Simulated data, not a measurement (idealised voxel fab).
Name of the process module below: voxel trench capacitor
Pictured: cross-section cut, 285 nm wide, on a grid of 5 nm square cells.
Cross-section format: a grid of square cells, given as bands from top to bottom; each band is one or more rows of cells. For a band, the entry starts with two heights in nm, that of the top and then that of the bottom, and carries on with the band's materials in order from left to right, each alongside its width in nm; the word "everywhere" beside a single material means it fills the band edge to edge, and "blank" means empty space. Height datum 0, below which the as-received substrate wafer is one material. Lowest band open at the bottom, running downward: "0..down". You'd read "30 to 40" like this: the band's top row of cells is as wide as the first number, its bottom row is as wide as the second, and going down, every row changes width by the same amount as the row before did. The designation "no alterations made", where it is given for a processing step, indicates that no cell of the cross-section was altered in the course of that step. "Sealed void inventory" means: voids of 8 cells or more that are shut off from the top with no open way through. Written width x height at distance, distance from the left edge, in nm. Step line, after settings: the simulator's comment on this step. Steps that use a mask can have "overlay nm" on their line. It says how far the mask sat to the right of where it was meant to be. Negative means to the left.

PLANNED PROCESS STEPS
- 1: RECEIVE | material Si
- 2: CONFORMAL_DEP | material SiN | thk nm 10
- 3: PATTERN | tone open | mask id TRENCH | material resist | width nm 25 | pitch nm 55 | thk nm 20 | overlay nm 0
- 4: DIRECTIONAL_ETCH | etch materials SiN | depth nm 10
- 5: DIRECTIONAL_ETCH | etch materials Si | depth nm 40
- 6: STRIP | etch materials resist
- 7: CONFORMAL_DEP | material HfO2 | thk nm 5
- 8: CONFORMAL_DEP | material TiN | thk nm 5
- 9: FILL_DEP | material W | thk nm 10
- 10: CMP | height nm 10

SHOWN IN CROSS-SECTION IS THE WAFER AS RECEIVED, THAT IS, AS IT STANDS AFTER STEP 1
	0..down = Si everywhere
	Sealed void inventory: none

FINAL WAFER PROFILE IN CROSS-SECTION AFTER THE MODULE, FROM THE SAME START AND PLAN AS ABOVE, WITH ONE MISTAKE MADE DURING PROCESSING
	10..0 = W everywhere
	0..down = Si everywhere
	Sealed void inventory: none
What broke from the plan during processing? step 2: run off-plan, actual operation and settings CONFORMAL_DEP | material W | thk nm 10
